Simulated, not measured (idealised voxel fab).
Process module, titled voxel wiring stack
The figure presents cross-section cut, which has a width of 240 nm and is divided into square cells with an edge length of 5 nm.
Just so we're on the same page, the cross-sections are grids of square cells, and they're listed out in bands top to bottom, each band one or more rows deep.
Quick guide to a band line: top height, bottom height (nm) up front; then every material left to right with its width in nm. Only one material and it's marked "all across"? Then it fills the band edge to edge. And "empty" just means empty space.
Below 0: as-received wafer, all one material; heights counted from there. Lowest band: no bottom, goes on down, written "0 nm and below".
A two-number width, for instance "30..40", indicates that the width is equal to the first number in the top row of the band and to the second number in the bottom row, and that it changes by a constant amount per row of cells.
The cross-section has no changed cell in any step marked "same as before".
"Fully sealed cavities" - sealed voids, min. 8 cells, no opening to top; format: width x height at distance (distance from left edge; nm throughout).
If you see something after the settings on a step's line, that's the simulator's own remark about that step.
For masked steps, "overlay nm" on the step line gives how far right of plan the mask actually lay; a minus sign means it lay to the left.
# So here's the lineup of process steps we planned
1. op RECEIVE | material Si
2. op CONFORMAL_DEP | material SiO2 | thk nm 15
3. op DIRECTIONAL_DEP | material TiN | thk nm 5
4. op DIRECTIONAL_DEP | material Ru | thk nm 20
5. op MASKED_ETCH | tone cover | mask id METAL_1 | width nm 25 | pitch nm 50 | etch materials Ru | depth nm 20 | overlay nm 0
6. op MASKED_ETCH | tone cover | mask id METAL_1 | width nm 25 | pitch nm 50 | etch materials TiN | depth nm 5 | overlay nm 0
7. op CONFORMAL_DEP | material SiCN | thk nm 5
8. op FILL_DEP | material lowk | thk nm 5
9. op CMP | height nm 40
10. op CONFORMAL_DEP | material SiCN | thk nm 5
11. op DIRECTIONAL_DEP | material SiO2 | thk nm 20
12. op DIRECTIONAL_DEP | material aC | thk nm 15
13. op PATTERN | tone open | mask id PLUG_1 | material resist | width nm 15 | pitch nm 100 | thk nm 30 | overlay nm 0
14. op DIRECTIONAL_ETCH | etch materials aC | depth nm 15
15. op STRIP | etch materials resist
16. op DIRECTIONAL_ETCH | etch materials SiO2 | depth nm 20
17. op DIRECTIONAL_ETCH | etch materials SiCN | depth nm 5
18. op STRIP | etch materials aC
19. op CONFORMAL_DEP | material TiN | thk nm 5
20. op FILL_DEP | material Cu | thk nm 5
21. op CMP | height nm 65
22. op DIRECTIONAL_DEP | material TiN | thk nm 5
23. op DIRECTIONAL_DEP | material Ru | thk nm 20
24. op MASKED_ETCH | tone cover | mask id METAL_2 | width nm 25 | pitch nm 50 | etch materials Ru | depth nm 20 | overlay nm 0
25. op MASKED_ETCH | tone cover | mask id METAL_2 | width nm 25 | pitch nm 50 | etch materials TiN | depth nm 5 | overlay nm 0
26. op CONFORMAL_DEP | material SiCN | thk nm 5
27. op FILL_DEP | material lowk | thk nm 10
28. op CMP | height nm 90
29. op CONFORMAL_DEP | material SiCN | thk nm 5
30. op DIRECTIONAL_DEP | material lowk | thk nm 30
31. op DIRECTIONAL_DEP | material aC | thk nm 15
32. op PATTERN | tone open | mask id METAL_3 | material resist | width nm 25 | pitch nm 50 | thk nm 35 | overlay nm 0
33. op DIRECTIONAL_ETCH | etch materials aC | depth nm 15
34. op STRIP | etch materials resist
35. op DIRECTIONAL_ETCH | etch materials lowk | depth nm 20
36. op STRIP | etch materials aC
37. op MASKED_ETCH | tone open | mask id METAL_3_HOLES | width nm 15 | pitch nm 100 | etch materials lowk | depth nm 10 | overlay nm 0
38. op MASKED_ETCH | tone open | mask id METAL_3_HOLES | width nm 15 | pitch nm 100 | etch materials SiCN | depth nm 5 | overlay nm 0
39. op CONFORMAL_DEP | material TiN | thk nm 5
40. op FILL_DEP | material Cu | thk nm 5
41. op CMP | height nm 125
42. op CONFORMAL_DEP | material SiCN | thk nm 5
# First of the two wafers, run per plan
# Incoming wafer, cross-sectional view, post step 1
	0 nm and below | Si all across
	Fully sealed cavities: none
# Wafer after step 2 (cross-section)
	15 nm to 0 nm | SiO2 all across
	No changes below 0.
# Wafer after step 3 (cross-section)
	20 nm to 15 nm | TiN all across
	No changes below 15.
# Wafer after step 4 (cross-section)
	40 nm to 20 nm | Ru all across
	No changes below 20.
# Wafer after step 5 (cross-section)
	40 nm to 20 nm | empty 55 / Ru 25 / empty 25 / Ru 25 / empty 25 / Ru 25 / empty 60
	No changes below 20.
# Wafer after step 6 (cross-section)
	40 nm to 20 nm | empty 55 / Ru 25 / empty 25 / Ru 25 / empty 25 / Ru 25 / empty 60
	20 nm to 15 nm | empty 55 / TiN 25 / empty 25 / TiN 25 / empty 25 / TiN 25 / empty 60
	No changes below 15.
# Wafer after step 7 (cross-section)
	45 nm to 40 nm | empty 50 / SiCN 35 / empty 15 / SiCN 35 / empty 15 / SiCN 35 / empty 55
	40 nm to 20 nm | empty 50 / SiCN 5 / Ru 25 / SiCN 5 / empty 15 / SiCN 5 / Ru 25 / SiCN 5 / empty 15 / SiCN 5 / Ru 25 / SiCN 5 / empty 55
	20 nm to 15 nm | SiCN 55 / TiN 25 / SiCN 25 / TiN 25 / SiCN 25 / TiN 25 / SiCN 60
	No changes below 15.
# Wafer after step 8 (cross-section)
	50 nm to 45 nm | lowk all across
	45 nm to 40 nm | lowk 50 / SiCN 35 / lowk 15 / SiCN 35 / lowk 15 / SiCN 35 / lowk 55
	40 nm to 20 nm | lowk 50 / SiCN 5 / Ru 25 / SiCN 5 / lowk 15 / SiCN 5 / Ru 25 / SiCN 5 / lowk 15 / SiCN 5 / Ru 25 / SiCN 5 / lowk 55
	No changes below 20.
# Wafer after step 9 (cross-section)
	40 nm to 20 nm | lowk 50 / SiCN 5 / Ru 25 / SiCN 5 / lowk 15 / SiCN 5 / Ru 25 / SiCN 5 / lowk 15 / SiCN 5 / Ru 25 / SiCN 5 / lowk 55
	No changes below 20.
# Wafer after step 10 (cross-section)
	45 nm to 40 nm | SiCN all across
	No changes below 40.
# Wafer after step 11 (cross-section)
	65 nm to 45 nm | SiO2 all across
	No changes below 45.
# Wafer after step 12 (cross-section)
	80 nm to 65 nm | aC all across
	No changes below 65.
# Wafer after step 13 (cross-section)
	110 nm to 80 nm | resist 55 / empty 15 / resist 85 / empty 15 / resist 70
	No changes below 80.
# Wafer after step 14 (cross-section)
	95 nm to 80 nm | resist 55 / empty 15 / resist 85 / empty 15 / resist 70
	80 nm to 65 nm | aC 55 / empty 15 / aC 85 / empty 15 / aC 70
	No changes below 65.
# Wafer after step 15 (cross-section)
	80 nm to 65 nm | aC 55 / empty 15 / aC 85 / empty 15 / aC 70
	No changes below 65.
# Wafer after step 16 (cross-section)
	80 nm to 65 nm | aC 55 / empty 15 / aC 85 / empty 15 / aC 70
	65 nm to 45 nm | SiO2 55 / empty 15 / SiO2 85 / empty 15 / SiO2 70
	No changes below 45.
# Wafer after step 17 (cross-section)
	80 nm to 65 nm | aC 55 / empty 15 / aC 85 / empty 15 / aC 70
	65 nm to 45 nm | SiO2 55 / empty 15 / SiO2 85 / empty 15 / SiO2 70
	45 nm to 40 nm | SiCN 55 / empty 15 / SiCN 85 / empty 15 / SiCN 70
	No changes below 40.
# Wafer after step 18 (cross-section)
	65 nm to 45 nm | SiO2 55 / empty 15 / SiO2 85 / empty 15 / SiO2 70
	No changes below 45.
# Wafer after step 19 (cross-section)
	70 nm to 65 nm | TiN 60 / empty 5 / TiN 95 / empty 5 / TiN 75
	65 nm to 45 nm | SiO2 55 / TiN 5 / empty 5 / TiN 5 / SiO2 85 / TiN 5 / empty 5 / TiN 5 / SiO2 70
	45 nm to 40 nm | SiCN 55 / TiN 15 / SiCN 85 / TiN 15 / SiCN 70
	No changes below 40.
# Wafer after step 20 (cross-section)
	75 nm to 70 nm | Cu all across
	70 nm to 65 nm | TiN 60 / Cu 5 / TiN 95 / Cu 5 / TiN 75
	65 nm to 45 nm | SiO2 55 / TiN 5 / Cu 5 / TiN 5 / SiO2 85 / TiN 5 / Cu 5 / TiN 5 / SiO2 70
	No changes below 45.
# Wafer after step 21 (cross-section)
	65 nm to 45 nm | SiO2 55 / TiN 5 / Cu 5 / TiN 5 / SiO2 85 / TiN 5 / Cu 5 / TiN 5 / SiO2 70
	No changes below 45.
# Wafer after step 22 (cross-section)
	70 nm to 65 nm | TiN all across
	No changes below 65.
# Wafer after step 23 (cross-section)
	90 nm to 70 nm | Ru all across
	No changes below 70.
# Wafer after step 24 (cross-section)
	90 nm to 70 nm | empty 55 / Ru 25 / empty 25 / Ru 25 / empty 25 / Ru 25 / empty 60
	No changes below 70.
# Wafer after step 25 (cross-section)
	90 nm to 70 nm | empty 55 / Ru 25 / empty 25 / Ru 25 / empty 25 / Ru 25 / empty 60
	70 nm to 65 nm | empty 55 / TiN 25 / empty 25 / TiN 25 / empty 25 / TiN 25 / empty 60
	No changes below 65.
# Wafer after step 26 (cross-section)
	95 nm to 90 nm | empty 50 / SiCN 35 / empty 15 / SiCN 35 / empty 15 / SiCN 35 / empty 55
	90 nm to 70 nm | empty 50 / SiCN 5 / Ru 25 / SiCN 5 / empty 15 / SiCN 5 / Ru 25 / SiCN 5 / empty 15 / SiCN 5 / Ru 25 / SiCN 5 / empty 55
	70 nm to 65 nm | SiCN 55 / TiN 25 / SiCN 25 / TiN 25 / SiCN 25 / TiN 25 / SiCN 60
	No changes below 65.
# Wafer after step 27 (cross-section)
	105 nm to 95 nm | lowk all across
	95 nm to 90 nm | lowk 50 / SiCN 35 / lowk 15 / SiCN 35 / lowk 15 / SiCN 35 / lowk 55
	90 nm to 70 nm | lowk 50 / SiCN 5 / Ru 25 / SiCN 5 / lowk 15 / SiCN 5 / Ru 25 / SiCN 5 / lowk 15 / SiCN 5 / Ru 25 / SiCN 5 / lowk 55
	No changes below 70.
# Wafer after step 28 (cross-section)
	90 nm to 70 nm | lowk 50 / SiCN 5 / Ru 25 / SiCN 5 / lowk 15 / SiCN 5 / Ru 25 / SiCN 5 / lowk 15 / SiCN 5 / Ru 25 / SiCN 5 / lowk 55
	No changes below 70.
# Wafer after step 29 (cross-section)
	95 nm to 90 nm | SiCN all across
	No changes below 90.
# Wafer after step 30 (cross-section)
	125 nm to 95 nm | lowk all across
	No changes below 95.
# Wafer after step 31 (cross-section)
	140 nm to 125 nm | aC all across
	No changes below 125.
# Wafer after step 32 (cross-section)
	175 nm to 140 nm | resist 55 / empty 25 / resist 25 / empty 25 / resist 25 / empty 25 / resist 60
	No changes below 140.
# Wafer after step 33 (cross-section)
	160 nm to 140 nm | resist 55 / empty 25 / resist 25 / empty 25 / resist 25 / empty 25 / resist 60
	140 nm to 125 nm | aC 55 / empty 25 / aC 25 / empty 25 / aC 25 / empty 25 / aC 60
	No changes below 125.
# Wafer after step 34 (cross-section)
	140 nm to 125 nm | aC 55 / empty 25 / aC 25 / empty 25 / aC 25 / empty 25 / aC 60
	No changes below 125.
# Wafer after step 35 (cross-section)
	140 nm to 125 nm | aC 55 / empty 25 / aC 25 / empty 25 / aC 25 / empty 25 / aC 60
	125 nm to 105 nm | lowk 55 / empty 25 / lowk 25 / empty 25 / lowk 25 / empty 25 / lowk 60
	No changes below 105.
# Wafer after step 36 (cross-section)
	125 nm to 105 nm | lowk 55 / empty 25 / lowk 25 / empty 25 / lowk 25 / empty 25 / lowk 60
	No changes below 105.
# Wafer after step 37 (cross-section)
	125 nm to 105 nm | lowk 55 / empty 25 / lowk 25 / empty 25 / lowk 25 / empty 25 / lowk 60
	105 nm to 95 nm | lowk 55 / empty 15 / lowk 85 / empty 15 / lowk 70
	No changes below 95.
# Wafer after step 38 (cross-section)
	125 nm to 105 nm | lowk 55 / empty 25 / lowk 25 / empty 25 / lowk 25 / empty 25 / lowk 60
	105 nm to 95 nm | lowk 55 / empty 15 / lowk 85 / empty 15 / lowk 70
	95 nm to 90 nm | SiCN 55 / empty 15 / SiCN 85 / empty 15 / SiCN 70
	No changes below 90.
# Wafer after step 39 (cross-section)
	130 nm to 125 nm | TiN 60 / empty 15 / TiN 35 / empty 15 / TiN 35 / empty 15 / TiN 65
	125 nm to 110 nm | lowk 55 / TiN 5 / empty 15 / TiN 5 / lowk 25 / TiN 5 / empty 15 / TiN 5 / lowk 25 / TiN 5 / empty 15 / TiN 5 / lowk 60
	110 nm to 105 nm | lowk 55 / TiN 5 / empty 5 / TiN 15 / lowk 25 / TiN 25 / lowk 25 / TiN 5 / empty 5 / TiN 15 / lowk 60
	105 nm to 95 nm | lowk 55 / TiN 5 / empty 5 / TiN 5 / lowk 85 / TiN 5 / empty 5 / TiN 5 / lowk 70
	95 nm to 90 nm | SiCN 55 / TiN 15 / SiCN 85 / TiN 15 / SiCN 70
	No changes below 90.
# Wafer after step 40 (cross-section)
	135 nm to 130 nm | Cu all across
	130 nm to 125 nm | TiN 60 / Cu 15 / TiN 35 / Cu 15 / TiN 35 / Cu 15 / TiN 65
	125 nm to 110 nm | lowk 55 / TiN 5 / Cu 15 / TiN 5 / lowk 25 / TiN 5 / Cu 15 / TiN 5 / lowk 25 / TiN 5 / Cu 15 / TiN 5 / lowk 60
	110 nm to 105 nm | lowk 55 / TiN 5 / Cu 5 / TiN 15 / lowk 25 / TiN 25 / lowk 25 / TiN 5 / Cu 5 / TiN 15 / lowk 60
	105 nm to 95 nm | lowk 55 / TiN 5 / Cu 5 / TiN 5 / lowk 85 / TiN 5 / Cu 5 / TiN 5 / lowk 70
	No changes below 95.
# Wafer after step 41 (cross-section)
	125 nm to 110 nm | lowk 55 / TiN 5 / Cu 15 / TiN 5 / lowk 25 / TiN 5 / Cu 15 / TiN 5 / lowk 25 / TiN 5 / Cu 15 / TiN 5 / lowk 60
	No changes below 110.
# Wafer after step 42 (cross-section)
	130 nm to 125 nm | SiCN all across
	No changes below 125.
# second wafer: like start, like plan, one mistake. Through step 41 it matches the first wafer
# Cross-section of the second wafer when, according to plan, step 42 should have finished
	140 nm to 125 nm | SiCN all across
	No changes below 125.
Run error: rather than as planned, step 42 actually ran as op CONFORMAL_DEP | material SiCN | thk nm 15
Once processing is complete, comparing cell counts shows that the second wafer has more or fewer of certain materials than the first: +96 SiCN
